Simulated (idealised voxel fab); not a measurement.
voxel gate over fins: a process module
We display cut, a cross-section 245 nm in width whose square cells are each 5 nm.
When this document writes out a cross-section, it uses a grid of square cells and lists it as bands, beginning at the top and moving down, with a band standing for one or more rows of cells.
Band: top and bottom heights (nm) first, top before bottom; then materials from left to right, widths in nm. "edge to edge" marks a sole material filling the band edge to edge. "blank" denotes empty space.
Heights from 0 (as-received wafer is one material below). Bottom band endless downward, as "from 0 down".
Width spec "30..40" -> top row of cells at first value, bottom row at second value, equal per-row change in between.
Basically "same as before" means that step didn't change any cell in the cross-section.
Listed in "Entrapped voids": every empty space of 8 or more cells without an open way to the top. Form: width x height at distance, the distance being from the left edge, all in nm.
On a step's line, text after the settings is the simulator commenting on that step.
A step's line can hold "overlay nm"; with a mask on that step, the setting says how far right of the planned place the mask lay, while a negative setting says it lay to the left.
Intended process steps:
- 1: RECEIVE: material Si
- 2: CONFORMAL_DEP: material SiN, thk nm 5
- 3: PATTERN: tone cover, mask id FINS, material resist, width nm 15, pitch nm 35, thk nm 20, overlay nm 0
- 4: DIRECTIONAL_ETCH: etch materials SiN, depth nm 5
- 5: DIRECTIONAL_ETCH: etch materials Si, depth nm 30
- 6: STRIP: etch materials resist
- 7: FILL_DEP: material SiO2, thk nm 10
- 8: CMP: height nm 5
- 9: SELECTIVE_ETCH: etch materials SiO2, depth nm 20
- 10: STRIP: etch materials SiN
- 11: CONFORMAL_DEP: material HfO2, thk nm 5
- 12: CONFORMAL_DEP: material TiN, thk nm 5
- 13: CONFORMAL_DEP: material TiAl, thk nm 5
- 14: CONFORMAL_DEP: material TiN, thk nm 5
- 15: FILL_DEP: material W, thk nm 15
- 16: CMP: height nm 30
- 17: CONFORMAL_DEP: material SiCN, thk nm 5
So this is the incoming wafer in cross-section - it's already been through step 1:
	from 0 down  Si edge to edge
	Entrapped voids: none
Figure: cross-sectional view of the wafer upon completion of the module, processed from the initial state and according to the plan depicted above, with one error introduced during execution:
	from 35 to 30  SiCN edge to edge
	from 30 to 15  W edge to edge
	from 15 to 5  W 80 nm  TiN 80 nm  W 85 nm
	from 5 to 0  W 80 nm  TiN 10 nm  HfO2 25 nm  TiN 10 nm  HfO2 25 nm  TiN 10 nm  W 85 nm
	from 0 to -10  TiN 90 nm  HfO2 5 nm  Si 15 nm  HfO2 5 nm  TiN 10 nm  HfO2 5 nm  Si 15 nm  HfO2 5 nm  TiN 95 nm
	from -10 to -15  HfO2 95 nm  Si 15 nm  HfO2 20 nm  Si 15 nm  HfO2 100 nm
	from -15 to -30  SiO2 95 nm  Si 15 nm  SiO2 20 nm  Si 15 nm  SiO2 100 nm
	from -30 down  Si edge to edge
	Entrapped voids: none
Deviation noted in wafer processing: plan step 13 skipped
